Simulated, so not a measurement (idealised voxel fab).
You're looking at the process module voxel self aligned vias.
In the cross-section labelled cut, the width is 265 nm and each square cell is 5 nm.
Think of the cross-section as a grid of square cells. We describe it in bands, top to bottom, and each band covers one or more rows of those cells.
What a band's entry tells you: where the top is and where the bottom is, as heights in nm, and after that what lies inside, material by material from left to right, each with its width in nm. Empty space is written as the word "empty", and a single material marked with the word "everywhere" occupies the band from edge to edge.
For the purposes of this specification, 0 denotes the height below which the wafer in its as-received condition is composed wholly of one material, and the lowermost band, lacking a lower limit, extends downward without end, as expressed in "0 -> down".
Read "30 to 40" as a graded width: first number on top, second number at the bottom, same change between each pair of neighbouring rows.
No cell of the cross-section changed in a step that is given as "no modifications".
"Closed void entries" means: voids of 8 cells or more that are shut off from the top with no open way through. Written width x height at distance, distance from the left edge, in nm.
Whatever follows a step's settings on its line is a remark the simulator itself makes about that step.
"overlay nm" on a masked step: distance the mask lay right of its planned place, negative for left.

### These are the steps we planned for the process
1 RECEIVE (material Si)
2 CONFORMAL_DEP (material SiO2; thk nm 15)
3 CONFORMAL_DEP (material SiCN; thk nm 5)
4 DIRECTIONAL_DEP (material lowk; thk nm 30)
5 MASKED_ETCH (tone open; mask id LINES; width nm 25; pitch nm 75; etch materials lowk; depth nm 30; overlay nm 0)
6 CONFORMAL_DEP (material TiN; thk nm 5)
7 FILL_DEP (material Ru; thk nm 10)
8 CMP (height nm 50)
9 SELECTIVE_ETCH (etch materials W Ru TiN; depth nm 5)
10 FILL_DEP (material SiN; thk nm 10)
11 CMP (height nm 50)
12 DIRECTIONAL_DEP (material lowk; thk nm 10)
13 PATTERN (tone open; mask id VIAS; material resist; width nm 45; thk nm 20; overlay nm 0)
14 DIRECTIONAL_ETCH (etch materials lowk; depth nm 20)
15 DIRECTIONAL_ETCH (etch materials SiN; depth nm 5)
16 STRIP (etch materials resist)
17 CONFORMAL_DEP (material TiN; thk nm 5)
18 FILL_DEP (material W; thk nm 10)
19 CMP (height nm 70)
20 CONFORMAL_DEP (material SiN; thk nm 5)
All wafers enter the flow in the same state. The thk nm at step 12 differs from wafer to wafer, and the plan gives the value for the first wafer.

### This is how the first of several wafers looked in cross-section when it arrived, which is after step 1
> 0 -> down = Si everywhere
> Closed void entries: none

### Take a look at the first of several wafers in cross-section: the module is done, and step 20 was its last step
> 75 -> 70 = SiN everywhere
> 70 -> 65 = W everywhere
> 65 -> 60 = TiN: 75  W: 35  TiN: 155
> 60 -> 50 = lowk: 70  TiN: 5  W: 35  TiN: 5  lowk: 150
> 50 -> 45 = lowk: 70  TiN: 45  lowk: 40  SiN: 25  lowk: 85
> 45 -> 40 = lowk: 70  TiN: 15  Ru: 15  TiN: 15  lowk: 40  TiN: 5  Ru: 15  TiN: 5  lowk: 85
> 40 -> 25 = lowk: 80  TiN: 5  Ru: 15  TiN: 5  lowk: 50  TiN: 5  Ru: 15  TiN: 5  lowk: 85
> 25 -> 20 = lowk: 80  TiN: 25  lowk: 50  TiN: 25  lowk: 85
> 20 -> 15 = SiCN everywhere
> 15 -> 0 = SiO2 everywhere
> 0 -> down = Si everywhere
> Closed void entries: none

### End of module, last wafer sectioned
> 75 -> 70 = SiN everywhere
> 70 -> 65 = lowk: 70  TiN: 45  lowk: 150
> 65 -> 50 = lowk everywhere
> 50 -> 45 = lowk: 80  SiN: 25  lowk: 50  SiN: 25  lowk: 85
> 45 -> 25 = lowk: 80  TiN: 5  Ru: 15  TiN: 5  lowk: 50  TiN: 5  Ru: 15  TiN: 5  lowk: 85
> 25 -> 20 = lowk: 80  TiN: 25  lowk: 50  TiN: 25  lowk: 85
> 20 -> 15 = SiCN everywhere
> 15 -> 0 = SiO2 everywhere
> 0 -> down = Si everywhere
> Closed void entries: none

### Note: the following table is arranged by wafer, a row apiece. Each row reports the end-of-module state: per material, cells gained (+) or cells lost (-) compared with the wafer as received; closed voids follow
thk nm 10 | +24 Ru | +53 SiCN | +58 SiN | +159 SiO2 | +89 TiN | +74 W | +338 lowk | Closed void entries: none
thk nm 15 | +24 Ru | +53 SiCN | +58 SiN | +159 SiO2 | +87 TiN | +28 W | +386 lowk | Closed void entries: none
thk nm 20 | +24 Ru | +53 SiCN | +58 SiN | +159 SiO2 | +43 TiN | +24 W | +434 lowk | Closed void entries: none
thk nm 25 | +24 Ru | +53 SiCN | +63 SiN | +159 SiO2 | +39 TiN | +14 W | +443 lowk | Closed void entries: none
thk nm 30 | +24 Ru | +53 SiCN | +63 SiN | +159 SiO2 | +37 TiN | +7 W | +452 lowk | Closed void entries: none
thk nm 35 | +24 Ru | +53 SiCN | +63 SiN | +159 SiO2 | +35 TiN | +461 lowk | Closed void entries: none
